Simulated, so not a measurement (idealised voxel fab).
process module | voxel plated lines
cross-section cut | 300 nm wide | cells 5 nm
A cross-section is a grid of square cells, given in bands from the top down. A band is one or more rows of cells.
Each band's line starts with the height of the band's top and of its bottom, in nm. Then come its materials from left to right, each with its width in nm. One material with "throughout" fills the band from edge to edge. "air" is empty space.
Height 0 is the level under which the wafer as received is all one material. The lowest band goes on downwards, as in "0 down".
A width such as "30 to 40" changes by the same amount from each row of cells to the next, from the band's top row to its bottom row.
"no change" after a step means that no cell of the cross-section changed.
closed voids: empty space of 8 cells or more with no open way to the top, each as width x height at its distance from the left edge, in nm
after a step's settings: what the simulator itself notes on the step
overlay nm, on a step with a mask: how far to the right of its planned place the mask lay; to the left if negative
plan
1 op RECEIVE | material Si
2 op CONFORMAL_DEP | material Al2O3 | thk nm 15
3 op DIRECTIONAL_DEP | material TiN | thk nm 5
4 op PATTERN | tone open | mask id LINES | material resist | width nm 25 | pitch nm 55 | thk nm 35 | overlay nm 0
5 op EPI | material Ru | thk nm 5
6 op EPI | material Ru | thk nm 5
7 op EPI | material Ru | thk nm 5
8 op STRIP | etch materials resist
9 op DIRECTIONAL_ETCH | etch materials TiN | depth nm 5
10 op CONFORMAL_DEP | material SiN | thk nm 10
as received, after step 1
  0 down: Si throughout
  closed voids: none
a wafer at the end: this start, this plan, one mistake
  60 to 50: air 100 | SiN 45 | air 10 | SiN 45 | air 100
  50 to 40: air 100 | SiN 10 | Ru 25 | SiN 10 | air 10 | SiN 10 | Ru 25 | SiN 10 | air 100
  40 to 35: SiN 110 | Ru 25 | SiN 30 | Ru 25 | SiN 110
  35 to 30: SiN 110 | TiN 25 | SiN 30 | TiN 25 | SiN 110
  30 to 0: Al2O3 throughout
  0 down: Si throughout
  closed voids: none
what went wrong: step 2 was run twice
